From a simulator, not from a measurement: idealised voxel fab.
Process module in this document: voxel plated lines
FYI the section here is cut, 240 nm wide, cells are 5 nm squares.
Reading order for cross-sections: top band down to bottom band. Underlying form: a grid of square cells. Band size: one or more rows of cells. What a band's entry tells you: where the top is and where the bottom is, as heights in nm, and after that what lies inside, material by material from left to right, each with its width in nm. Empty space is written as the word "empty", and a single material marked with the word "throughout" occupies the band from edge to edge. Where do heights start? At 0: under that level the wafer as delivered is made of one material only. And the lowest band has no floor; it just carries on downward, as in "from 0 down". A two-number width, for instance "30..40", indicates that the width is equal to the first number in the top row of the band and to the second number in the bottom row, and that it changes by a constant amount per row of cells. "identical to before" after a step means that no cell of the cross-section changed. "Unvented cavities" contains a list of empty spaces, each no smaller than 8 cells and without an open way to the top, written in the form width x height at distance with the distance from the left edge and all three in nm. Post-settings text on a step line: simulator's own remark regarding the step. overlay nm: where the mask lay relative to plan, measured to the right, on steps with a mask; negatives go left.
The steps planned for the process are as follows
| 1 | RECEIVE (material Si) |
| 2 | CONFORMAL_DEP (material SiO2; thk nm 5) |
| 3 | DIRECTIONAL_DEP (material TiN; thk nm 5) |
| 4 | PATTERN (tone open; mask id LINES; material resist; width nm 30; pitch nm 45; thk nm 35; overlay nm 0) |
| 5 | EPI (material Ru; thk nm 10) |
| 6 | EPI (material Ru; thk nm 10) |
| 7 | EPI (material Ru; thk nm 10) |
| 8 | STRIP (etch materials resist) |
| 9 | DIRECTIONAL_ETCH (etch materials TiN; depth nm 5) |
| 10 | CONFORMAL_DEP (material SiCN; thk nm 5) |
Run as planned: first of two wafers
As-received wafer cross-section (after step 1)
* from 0 down  Si throughout
* Unvented cavities: none
Once step 2 is through, the wafer looks like this in cross-section
* from 5 to 0  SiO2 throughout
* All layers under 0 are left as they were.
Once step 3 is through, the wafer looks like this in cross-section
* from 10 to 5  TiN throughout
* All layers under 5 are left as they were.
Once step 4 is through, the wafer looks like this in cross-section
* from 45 to 10  60 of resist, 30 of empty, 15 of resist, 30 of empty, 15 of resist, 30 of empty, 60 of resist
* All layers under 10 are left as they were.
Once step 5 is through, the wafer looks like this in cross-section
* from 45 to 20  60 of resist, 30 of empty, 15 of resist, 30 of empty, 15 of resist, 30 of empty, 60 of resist
* from 20 to 10  60 of resist, 30 of Ru, 15 of resist, 30 of Ru, 15 of resist, 30 of Ru, 60 of resist
* All layers under 10 are left as they were.
Once step 6 is through, the wafer looks like this in cross-section
* from 45 to 30  60 of resist, 30 of empty, 15 of resist, 30 of empty, 15 of resist, 30 of empty, 60 of resist
* from 30 to 10  60 of resist, 30 of Ru, 15 of resist, 30 of Ru, 15 of resist, 30 of Ru, 60 of resist
* All layers under 10 are left as they were.
Once step 7 is through, the wafer looks like this in cross-section
* from 45 to 40  60 of resist, 30 of empty, 15 of resist, 30 of empty, 15 of resist, 30 of empty, 60 of resist
* from 40 to 10  60 of resist, 30 of Ru, 15 of resist, 30 of Ru, 15 of resist, 30 of Ru, 60 of resist
* All layers under 10 are left as they were.
Once step 8 is through, the wafer looks like this in cross-section
* from 40 to 10  60 of empty, 30 of Ru, 15 of empty, 30 of Ru, 15 of empty, 30 of Ru, 60 of empty
* All layers under 10 are left as they were.
Once step 9 is through, the wafer looks like this in cross-section
* from 40 to 10  60 of empty, 30 of Ru, 15 of empty, 30 of Ru, 15 of empty, 30 of Ru, 60 of empty
* from 10 to 5  60 of empty, 30 of TiN, 15 of empty, 30 of TiN, 15 of empty, 30 of TiN, 60 of empty
* All layers under 5 are left as they were.
Once step 10 is through, the wafer looks like this in cross-section
* from 45 to 40  55 of empty, 40 of SiCN, 5 of empty, 40 of SiCN, 5 of empty, 40 of SiCN, 55 of empty
* from 40 to 10  55 of empty, 5 of SiCN, 30 of Ru, 5 of SiCN, 5 of empty, 5 of SiCN, 30 of Ru, 5 of SiCN, 5 of empty, 5 of SiCN, 30 of Ru, 5 of SiCN, 55 of empty
* from 10 to 5  60 of SiCN, 30 of TiN, 15 of SiCN, 30 of TiN, 15 of SiCN, 30 of TiN, 60 of SiCN
* All layers under 5 are left as they were.
Second wafer: same start and same plan as the first, one execution error; identical to the first through step 3
Cross-section of the second wafer corresponding to the planned conclusion of step 4
* from 35 to 10  60 of resist, 30 of empty, 15 of resist, 30 of empty, 15 of resist, 30 of empty, 60 of resist
* All layers under 10 are left as they were.
Cross-section of the second wafer corresponding to the planned conclusion of step 5
* from 35 to 20  60 of resist, 30 of empty, 15 of resist, 30 of empty, 15 of resist, 30 of empty, 60 of resist
* from 20 to 10  60 of resist, 30 of Ru, 15 of resist, 30 of Ru, 15 of resist, 30 of Ru, 60 of resist
* All layers under 10 are left as they were.
Cross-section of the second wafer corresponding to the planned conclusion of step 6
* from 35 to 30  60 of resist, 30 of empty, 15 of resist, 30 of empty, 15 of resist, 30 of empty, 60 of resist
* from 30 to 10  60 of resist, 30 of Ru, 15 of resist, 30 of Ru, 15 of resist, 30 of Ru, 60 of resist
* All layers under 10 are left as they were.
Cross-section of the second wafer corresponding to the planned conclusion of step 7
* from 40 to 35  55 of empty, 40 of Ru, 5 of empty, 40 of Ru, 5 of empty, 40 of Ru, 55 of empty
* from 35 to 10  60 of resist, 30 of Ru, 15 of resist, 30 of Ru, 15 of resist, 30 of Ru, 60 of resist
* All layers under 10 are left as they were.
Cross-section of the second wafer corresponding to the planned conclusion of step 8
* from 40 to 35  55 of empty, 40 of Ru, 5 of empty, 40 of Ru, 5 of empty, 40 of Ru, 55 of empty
* from 35 to 10  60 of empty, 30 of Ru, 15 of empty, 30 of Ru, 15 of empty, 30 of Ru, 60 of empty
* All layers under 10 are left as they were.
Cross-section of the second wafer corresponding to the planned conclusion of step 9
* from 40 to 35  55 of empty, 40 of Ru, 5 of empty, 40 of Ru, 5 of empty, 40 of Ru, 55 of empty
* from 35 to 10  60 of empty, 30 of Ru, 15 of empty, 30 of Ru, 15 of empty, 30 of Ru, 60 of empty
* from 10 to 5  55 of empty, 40 of TiN, 5 of empty, 40 of TiN, 5 of empty, 40 of TiN, 55 of empty
* All layers under 5 are left as they were.
Cross-section of the second wafer corresponding to the planned conclusion of step 10
* from 45 to 40  50 of empty, 140 of SiCN, 50 of empty
* from 40 to 30  50 of empty, 5..10 of SiCN, 40..30 of Ru, 5..15 of SiCN, 40..30 of Ru, 5..15 of SiCN, 40..30 of Ru, 5..10 of SiCN, 50 of empty
* from 30 to 15  55 of empty, 5 of SiCN, 30 of Ru, 5 of SiCN, 5 of empty, 5 of SiCN, 30 of Ru, 5 of SiCN, 5 of empty, 5 of SiCN, 30 of Ru, 5 of SiCN, 55 of empty
* from 15 to 10  50 of empty, 10 of SiCN, 30 of Ru, 15 of SiCN, 30 of Ru, 15 of SiCN, 30 of Ru, 10 of SiCN, 50 of empty
* from 10 to 5  55 of SiCN, 40 of TiN, 5 of SiCN, 40 of TiN, 5 of SiCN, 40 of TiN, 55 of SiCN
* All layers under 5 are left as they were.
Short version of what went wrong: contrary to plan, step 4 was performed as PATTERN (tone open; mask id LINES; material resist; width nm 30; pitch nm 45; thk nm 25; overlay nm 0)
The second wafer ends with more or fewer cells of some materials than the first, per final count: Ru +6 | SiCN +4 | TiN +6
